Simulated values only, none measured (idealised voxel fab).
Title: Process Module voxel air gaps
Section cut is 210 nm wide and gridded with 5 nm square cells.
Throughout this document, each cross-section is represented as a grid of square cells and is presented as a sequence of bands enumerated from the top downward, where a band comprises one or more rows of cells.
In this notation a band is specified by the heights of its top and bottom, in that order and in nm, after which its materials appear from left to right, each paired with its width in nm. The word "all across" attached to a single material means that material fills the band from edge to edge; the word "blank" stands for empty space.
Note: height 0 marks the level under which the wafer is uniformly one material as received. Lowest band unbounded below, written "z 0 and below".
Graded width ("30..40"): value in top row of band = first number; value in bottom row = second number; row-to-row change constant.
Where a step carries "no alterations made", the cross-section came out of it unchanged, cell for cell.
"Fully enclosed voids" - sealed voids, min. 8 cells, no opening to top; format: width x height at distance (distance from left edge; nm throughout).
On each step's line, the part that comes after the settings is the simulator's own comment on the step.
Steps that use a mask can have "overlay nm" on their line. It says how far the mask sat to the right of where it was meant to be. Negative means to the left.
# Planned step list for the process
step 1: op RECEIVE | material Si
step 2: op CONFORMAL_DEP | material SiO2 | thk nm 10
step 3: op CONFORMAL_DEP | material SiCN | thk nm 5
step 4: op DIRECTIONAL_DEP | material lowk | thk nm 35
step 5: op DIRECTIONAL_DEP | material aC | thk nm 15
step 6: op PATTERN | tone open | mask id LINES | material resist | width nm 15 | pitch nm 45 | thk nm 35 | overlay nm 0
step 7: op DIRECTIONAL_ETCH | etch materials aC | depth nm 15
step 8: op STRIP | etch materials resist
step 9: op DIRECTIONAL_ETCH | etch materials lowk | depth nm 35
step 10: op STRIP | etch materials aC
step 11: op CONFORMAL_DEP | material TiN | thk nm 5
step 12: op FILL_DEP | material W | thk nm 10
step 13: op CMP | height nm 50
step 14: op EPI | material Ru | thk nm 10
step 15: op SELECTIVE_ETCH | etch materials lowk | depth nm 45
step 16: op CONFORMAL_DEP | material SiCN | thk nm 5
# Cross-section of the wafer as it came to us, i.e., already through step 1
> z 0 and below = Si all across
> Fully enclosed voids: none
# The first of the two wafers as seen in cross-section once the module was finished; processing followed the plan
> z 65 to 60 = blank (35)  SiCN (135)  blank (40)
> z 60 to 50 = blank (35)  SiCN (5)  Ru (35)  SiCN (10)  Ru (35)  SiCN (10)  Ru (35)  SiCN (5)  blank (40)
> z 50 to 45 = blank (35)  SiCN (15)  TiN (5)  W (5)  TiN (5)  SiCN (30)  TiN (5)  W (5)  TiN (5)  SiCN (30)  TiN (5)  W (5)  TiN (5)  SiCN (15)  blank (40)
> z 45 to 20 = blank (45)  SiCN (5)  TiN (5)  W (5)  TiN (5)  SiCN (5)  blank (20)  SiCN (5)  TiN (5)  W (5)  TiN (5)  SiCN (5)  blank (20)  SiCN (5)  TiN (5)  W (5)  TiN (5)  SiCN (5)  blank (50)
> z 20 to 15 = SiCN (50)  TiN (15)  SiCN (30)  TiN (15)  SiCN (30)  TiN (15)  SiCN (55)
> z 15 to 10 = SiCN all across
> z 10 to 0 = SiO2 all across
> z 0 and below = Si all across
> Fully enclosed voids: 20 x 25 at 70; 20 x 25 at 115
# Same start, same plan as the first wafer - but one mistake in the run. Cross-section of the second of the two at the end of the module
> z 65 to 60 = blank (30)  SiCN (145)  blank (35)
> z 60 to 50 = blank (30)  SiCN (5)  Ru (135)  SiCN (5)  blank (35)
> z 50 to 45 = blank (30)  SiCN (15)  TiN (5)  W (15)  TiN (5)  lowk (20)  TiN (5)  W (15)  TiN (5)  lowk (20)  TiN (5)  W (15)  TiN (5)  SiCN (15)  blank (35)
> z 45 to 20 = blank (40)  SiCN (5)  TiN (5)  W (15)  TiN (5)  lowk (20)  TiN (5)  W (15)  TiN (5)  lowk (20)  TiN (5)  W (15)  TiN (5)  SiCN (5)  blank (45)
> z 20 to 15 = SiCN (45)  TiN (25)  lowk (20)  TiN (25)  lowk (20)  TiN (25)  SiCN (50)
> z 15 to 10 = SiCN all across
> z 10 to 0 = SiO2 all across
> z 0 and below = Si all across
> Fully enclosed voids: none
Which mistake was made when the wafer was run? step 6 changed vs plan, executed as op PATTERN | tone open | mask id LINES | material resist | width nm 25 | pitch nm 45 | thk nm 35 | overlay nm 0
FYI, end of process, the second wafer has more or fewer cells of some materials than the first: Ru: 12 more; SiCN: 52 fewer; TiN: 6 more; W: 36 more; lowk: 56 more
The second wafer ends with 0 closed voids, and the first wafer ends with 2.
